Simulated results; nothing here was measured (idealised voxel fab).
The name of this process module is voxel self aligned vias.
It is cross-section cut that appears here, measuring 290 nm in width, its square cells being 5 nm in size.
When this document writes out a cross-section, it uses a grid of square cells and lists it as bands, beginning at the top and moving down, with a band standing for one or more rows of cells. This entry defines a band. It first specifies the height of the band's top and the height of its bottom in nm, and then specifies the band's materials from left to right, stating each material with its width in nm. The word "throughout" identifies a single material that fills the band from edge to edge, while the word "air" identifies empty space. Note: height 0 marks the level under which the wafer is uniformly one material as received. Lowest band unbounded below, written "top 0, no bottom". Quick explanation for "30 to 40": the width changes in equal steps down the rows of cells, from the first number in the band's top row to the second number in its bottom row. Where a step carries "nothing got changed", the cross-section came out of it unchanged, cell for cell. Listed in "Closed internal cavities": every empty space of 8 or more cells without an open way to the top. Form: width x height at distance, the distance being from the left edge, all in nm. Anything after a step's settings on that line? It's the simulator's own note about the step. The optional step-line setting "overlay nm" applies to steps with a mask and quantifies how far to the right of its planned location the mask lay, a negative value indicating leftward placement.

-- Set out below are the planned steps of the process
1) RECEIVE with material Si
2) CONFORMAL_DEP with material SiO2, thk nm 15
3) CONFORMAL_DEP with material SiCN, thk nm 5
4) DIRECTIONAL_DEP with material SiO2, thk nm 20
5) MASKED_ETCH with tone open, mask id LINES, width nm 25, pitch nm 70, etch materials SiO2, depth nm 20, overlay nm 0
6) CONFORMAL_DEP with material TiN, thk nm 5
7) FILL_DEP with material Ru, thk nm 10
8) CMP with height nm 40
9) SELECTIVE_ETCH with etch materials W Ru TiN, depth nm 10
10) FILL_DEP with material SiN, thk nm 5
11) CMP with height nm 40
12) DIRECTIONAL_DEP with material SiO2, thk nm 20
13) PATTERN with tone open, mask id VIAS, material resist, width nm 45, thk nm 20, overlay nm 0
14) DIRECTIONAL_ETCH with etch materials SiO2, depth nm 20
15) DIRECTIONAL_ETCH with etch materials SiN, depth nm 10
16) STRIP with etch materials resist
17) CONFORMAL_DEP with material TiN, thk nm 5
18) FILL_DEP with material W, thk nm 5
19) CMP with height nm 60
20) CONFORMAL_DEP with material SiN, thk nm 5

-- The first wafer of two, processed as planned

-- Step 1 complete: cross-section of the wafer as received
- top 0, no bottom = Si throughout
- Closed internal cavities: none

-- Cross-section of the wafer subsequent to step 2
- top 15, bottom 0 = SiO2 throughout
- Below a height of 0, the structure has not been altered.

-- Cross-section of the wafer subsequent to step 3
- top 20, bottom 15 = SiCN throughout
- Below a height of 15, the structure has not been altered.

-- Cross-section of the wafer subsequent to step 4
- top 40, bottom 20 = SiO2 throughout
- Below a height of 20, the structure has not been altered.

-- Cross-section of the wafer subsequent to step 5
- top 40, bottom 20 = SiO2 (95), then air (25), then SiO2 (45), then air (25), then SiO2 (100)
- Below a height of 20, the structure has not been altered.

-- Cross-section of the wafer subsequent to step 6
- top 45, bottom 40 = TiN (100), then air (15), then TiN (55), then air (15), then TiN (105)
- top 40, bottom 25 = SiO2 (95), then TiN (5), then air (15), then TiN (5), then SiO2 (45), then TiN (5), then air (15), then TiN (5), then SiO2 (100)
- top 25, bottom 20 = SiO2 (95), then TiN (25), then SiO2 (45), then TiN (25), then SiO2 (100)
- Below a height of 20, the structure has not been altered.

-- Cross-section of the wafer subsequent to step 7
- top 55, bottom 45 = Ru throughout
- top 45, bottom 40 = TiN (100), then Ru (15), then TiN (55), then Ru (15), then TiN (105)
- top 40, bottom 25 = SiO2 (95), then TiN (5), then Ru (15), then TiN (5), then SiO2 (45), then TiN (5), then Ru (15), then TiN (5), then SiO2 (100)
- Below a height of 25, the structure has not been altered.

-- Cross-section of the wafer subsequent to step 8
- top 40, bottom 25 = SiO2 (95), then TiN (5), then Ru (15), then TiN (5), then SiO2 (45), then TiN (5), then Ru (15), then TiN (5), then SiO2 (100)
- Below a height of 25, the structure has not been altered.

-- Cross-section of the wafer subsequent to step 9
- top 40, bottom 30 = SiO2 (95), then air (25), then SiO2 (45), then air (25), then SiO2 (100)
- Below a height of 30, the structure has not been altered.

-- Cross-section of the wafer subsequent to step 10
- top 45, bottom 40 = SiN throughout
- top 40, bottom 30 = SiO2 (95), then SiN (25), then SiO2 (45), then SiN (25), then SiO2 (100)
- Below a height of 30, the structure has not been altered.

-- Cross-section of the wafer subsequent to step 11
- top 40, bottom 30 = SiO2 (95), then SiN (25), then SiO2 (45), then SiN (25), then SiO2 (100)
- Below a height of 30, the structure has not been altered.

-- Cross-section of the wafer subsequent to step 12
- top 60, bottom 40 = SiO2 throughout
- Below a height of 40, the structure has not been altered.

-- Cross-section of the wafer subsequent to step 13
- top 80, bottom 60 = resist (85), then air (45), then resist (160)
- Below a height of 60, the structure has not been altered.

-- Cross-section of the wafer subsequent to step 14
- top 80, bottom 60 = resist (85), then air (45), then resist (160)
- top 60, bottom 40 = SiO2 (85), then air (45), then SiO2 (160)
- Below a height of 40, the structure has not been altered.

-- Cross-section of the wafer subsequent to step 15
- top 80, bottom 60 = resist (85), then air (45), then resist (160)
- top 60, bottom 40 = SiO2 (85), then air (45), then SiO2 (160)
- top 40, bottom 30 = SiO2 (95), then air (25), then SiO2 (45), then SiN (25), then SiO2 (100)
- Below a height of 30, the structure has not been altered.

-- Cross-section of the wafer subsequent to step 16
- top 60, bottom 40 = SiO2 (85), then air (45), then SiO2 (160)
- Below a height of 40, the structure has not been altered.

-- Cross-section of the wafer subsequent to step 17
- top 65, bottom 60 = TiN (90), then air (35), then TiN (165)
- top 60, bottom 45 = SiO2 (85), then TiN (5), then air (35), then TiN (5), then SiO2 (160)
- top 45, bottom 40 = SiO2 (85), then TiN (15), then air (15), then TiN (15), then SiO2 (160)
- top 40, bottom 35 = SiO2 (95), then TiN (5), then air (15), then TiN (5), then SiO2 (45), then SiN (25), then SiO2 (100)
- top 35, bottom 30 = SiO2 (95), then TiN (25), then SiO2 (45), then SiN (25), then SiO2 (100)
- Below a height of 30, the structure has not been altered.

-- Cross-section of the wafer subsequent to step 18
- top 70, bottom 65 = W throughout
- top 65, bottom 60 = TiN (90), then W (35), then TiN (165)
- top 60, bottom 45 = SiO2 (85), then TiN (5), then W (35), then TiN (5), then SiO2 (160)
- top 45, bottom 40 = SiO2 (85), then TiN (15), then W (15), then TiN (15), then SiO2 (160)
- top 40, bottom 35 = SiO2 (95), then TiN (5), then W (15), then TiN (5), then SiO2 (45), then SiN (25), then SiO2 (100)
- Below a height of 35, the structure has not been altered.

-- Cross-section of the wafer subsequent to step 19
- top 60, bottom 45 = SiO2 (85), then TiN (5), then W (35), then TiN (5), then SiO2 (160)
- Below a height of 45, the structure has not been altered.

-- Cross-section of the wafer subsequent to step 20
- top 65, bottom 60 = SiN throughout
- Below a height of 60, the structure has not been altered.

-- Wafer two. Same start, same plan, one slip in execution. Same as wafer one through step 2, inclusive

X-section, second wafer, when step 3 was due to finish: nothing got changed

-- X-section, second wafer, when step 4 was due to finish
- top 35, bottom 0 = SiO2 throughout
- Below a height of 0, the structure has not been altered.

-- X-section, second wafer, when step 5 was due to finish
- top 35, bottom 15 = SiO2 (95), then air (25), then SiO2 (45), then air (25), then SiO2 (100)
- Below a height of 15, the structure has not been altered.

-- X-section, second wafer, when step 6 was due to finish
- top 40, bottom 35 = TiN (100), then air (15), then TiN (55), then air (15), then TiN (105)
- top 35, bottom 20 = SiO2 (95), then TiN (5), then air (15), then TiN (5), then SiO2 (45), then TiN (5), then air (15), then TiN (5), then SiO2 (100)
- top 20, bottom 15 = SiO2 (95), then TiN (25), then SiO2 (45), then TiN (25), then SiO2 (100)
- Below a height of 15, the structure has not been altered.

-- X-section, second wafer, when step 7 was due to finish
- top 50, bottom 40 = Ru throughout
- top 40, bottom 35 = TiN (100), then Ru (15), then TiN (55), then Ru (15), then TiN (105)
- top 35, bottom 20 = SiO2 (95), then TiN (5), then Ru (15), then TiN (5), then SiO2 (45), then TiN (5), then Ru (15), then TiN (5), then SiO2 (100)
- Below a height of 20, the structure has not been altered.

-- X-section, second wafer, when step 8 was due to finish
- top 40, bottom 35 = TiN (100), then Ru (15), then TiN (55), then Ru (15), then TiN (105)
- Below a height of 35, the structure has not been altered.

-- X-section, second wafer, when step 9 was due to finish
- top 35, bottom 30 = SiO2 (95), then air (25), then SiO2 (45), then air (25), then SiO2 (100)
- Below a height of 30, the structure has not been altered.

-- X-section, second wafer, when step 10 was due to finish
- top 40, bottom 35 = SiN throughout
- top 35, bottom 30 = SiO2 (95), then SiN (25), then SiO2 (45), then SiN (25), then SiO2 (100)
- Below a height of 30, the structure has not been altered.

X-section, second wafer, when step 11 was due to finish: nothing got changed

-- X-section, second wafer, when step 12 was due to finish
- top 60, bottom 40 = SiO2 throughout
- Below a height of 40, the structure has not been altered.

-- X-section, second wafer, when step 13 was due to finish
- top 80, bottom 60 = resist (85), then air (45), then resist (160)
- Below a height of 60, the structure has not been altered.

-- X-section, second wafer, when step 14 was due to finish
- top 80, bottom 60 = resist (85), then air (45), then resist (160)
- top 60, bottom 40 = SiO2 (85), then air (45), then SiO2 (160)
- Below a height of 40, the structure has not been altered.

-- X-section, second wafer, when step 15 was due to finish
- top 80, bottom 60 = resist (85), then air (45), then resist (160)
- top 60, bottom 40 = SiO2 (85), then air (45), then SiO2 (160)
- top 40, bottom 35 = SiN (85), then air (45), then SiN (160)
- top 35, bottom 30 = SiO2 (95), then air (25), then SiO2 (45), then SiN (25), then SiO2 (100)
- Below a height of 30, the structure has not been altered.

-- X-section, second wafer, when step 16 was due to finish
- top 60, bottom 40 = SiO2 (85), then air (45), then SiO2 (160)
- Below a height of 40, the structure has not been altered.

-- X-section, second wafer, when step 17 was due to finish
- top 65, bottom 60 = TiN (90), then air (35), then TiN (165)
- top 60, bottom 40 = SiO2 (85), then TiN (5), then air (35), then TiN (5), then SiO2 (160)
- top 40, bottom 35 = SiN (85), then TiN (15), then air (15), then TiN (15), then SiN (160)
- top 35, bottom 30 = SiO2 (95), then TiN (25), then SiO2 (45), then SiN (25), then SiO2 (100)
- Below a height of 30, the structure has not been altered.

-- X-section, second wafer, when step 18 was due to finish
- top 70, bottom 65 = W throughout
- top 65, bottom 60 = TiN (90), then W (35), then TiN (165)
- top 60, bottom 40 = SiO2 (85), then TiN (5), then W (35), then TiN (5), then SiO2 (160)
- top 40, bottom 35 = SiN (85), then TiN (15), then W (15), then TiN (15), then SiN (160)
- Below a height of 35, the structure has not been altered.

-- X-section, second wafer, when step 19 was due to finish
- top 60, bottom 40 = SiO2 (85), then TiN (5), then W (35), then TiN (5), then SiO2 (160)
- Below a height of 40, the structure has not been altered.

-- X-section, second wafer, when step 20 was due to finish
- top 65, bottom 60 = SiN throughout
- Below a height of 60, the structure has not been altered.
Which mistake was made when the wafer was run? step 3 of the plan got skipped, so it never ran
Final cells, second wafer relative to first, materials higher or lower: +6 Ru | -58 SiCN | +44 SiN | +4 TiN | +4 W
